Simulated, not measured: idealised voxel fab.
process module | voxel self aligned vias
cross-section cut | 155 nm wide | cells 5 nm
A cross-section is a grid of square cells, given in bands from the top down. A band is one or more rows of cells.
Each band's line starts with the height of the band's top and of its bottom, in nm. Then come its materials from left to right, each with its width in nm. One material with "throughout" fills the band from edge to edge. "air" is empty space.
Height 0 is the level under which the wafer as received is all one material. The lowest band goes on downwards, as in "0 down".
A width such as "30 to 40" changes by the same amount from each row of cells to the next, from the band's top row to its bottom row.
"no change" after a step means that no cell of the cross-section changed.
closed voids: empty space of 8 cells or more with no open way to the top, each as width x height at its distance from the left edge, in nm
after a step's settings: what the simulator itself notes on the step
overlay nm, on a step with a mask: how far to the right of its planned place the mask lay; to the left if negative
plan
1 op RECEIVE | material Si
2 op CONFORMAL_DEP | material SiO2 | thk nm 10
3 op CONFORMAL_DEP | material SiCN | thk nm 5
4 op DIRECTIONAL_DEP | material lowk | thk nm 25
5 op MASKED_ETCH | tone open | mask id LINES | width nm 20 | pitch nm 45 | etch materials lowk | depth nm 25 | overlay nm 0
6 op CONFORMAL_DEP | material TiN | thk nm 5
7 op FILL_DEP | material W | thk nm 5
8 op CMP | height nm 40
9 op SELECTIVE_ETCH | etch materials W Ru TiN | depth nm 5
10 op FILL_DEP | material SiN | thk nm 10
11 op CMP | height nm 40
12 op DIRECTIONAL_DEP | material lowk | thk nm 20
13 op PATTERN | tone open | mask id VIAS | material resist | width nm 30 | pitch nm 45 | thk nm 15 | overlay nm 0
14 op DIRECTIONAL_ETCH | etch materials lowk | depth nm 20
15 op DIRECTIONAL_ETCH | etch materials SiN | depth nm 5
16 op STRIP | etch materials resist
17 op CONFORMAL_DEP | material TiN | thk nm 5
18 op FILL_DEP | material W | thk nm 10
19 op CMP | height nm 60
20 op CONFORMAL_DEP | material SiN | thk nm 5
as received, after step 1
  0 down: Si throughout
  closed voids: none
first wafer at the end, as planned
  65 to 60: SiN throughout
  60 to 45: lowk 15 | TiN 5 | W 20 | TiN 5 | lowk 15 | TiN 5 | W 20 | TiN 5 | lowk 15 | TiN 5 | W 20 | TiN 5 | lowk 20
  45 to 40: lowk 15 | TiN 10 | W 10 | TiN 10 | lowk 15 | TiN 10 | W 10 | TiN 10 | lowk 15 | TiN 10 | W 10 | TiN 10 | lowk 20
  40 to 35: lowk 20 | TiN 20 | lowk 25 | TiN 20 | lowk 25 | TiN 20 | lowk 25
  35 to 20: lowk 20 | TiN 5 | W 10 | TiN 5 | lowk 25 | TiN 5 | W 10 | TiN 5 | lowk 25 | TiN 5 | W 10 | TiN 5 | lowk 25
  20 to 15: lowk 20 | TiN 20 | lowk 25 | TiN 20 | lowk 25 | TiN 20 | lowk 25
  15 to 10: SiCN throughout
  10 to 0: SiO2 throughout
  0 down: Si throughout
  closed voids: none
second wafer at the end: like start, like plan, one mistake
  65 to 60: SiN throughout
  60 to 40: W throughout
  40 to 35: lowk 20 | SiN 20 | lowk 25 | SiN 20 | lowk 25 | SiN 20 | lowk 25
  35 to 20: lowk 20 | TiN 5 | W 10 | TiN 5 | lowk 25 | TiN 5 | W 10 | TiN 5 | lowk 25 | TiN 5 | W 10 | TiN 5 | lowk 25
  20 to 15: lowk 20 | TiN 20 | lowk 25 | TiN 20 | lowk 25 | TiN 20 | lowk 25
  15 to 10: SiCN throughout
  10 to 0: SiO2 throughout
  0 down: Si throughout
  closed voids: none
what went wrong: step 12 ran as: op DIRECTIONAL_DEP | material W | thk nm 20
at the end the second wafer has, in cells: 12 more of SiN | 42 fewer of TiN | 82 more of W | 52 fewer of lowk
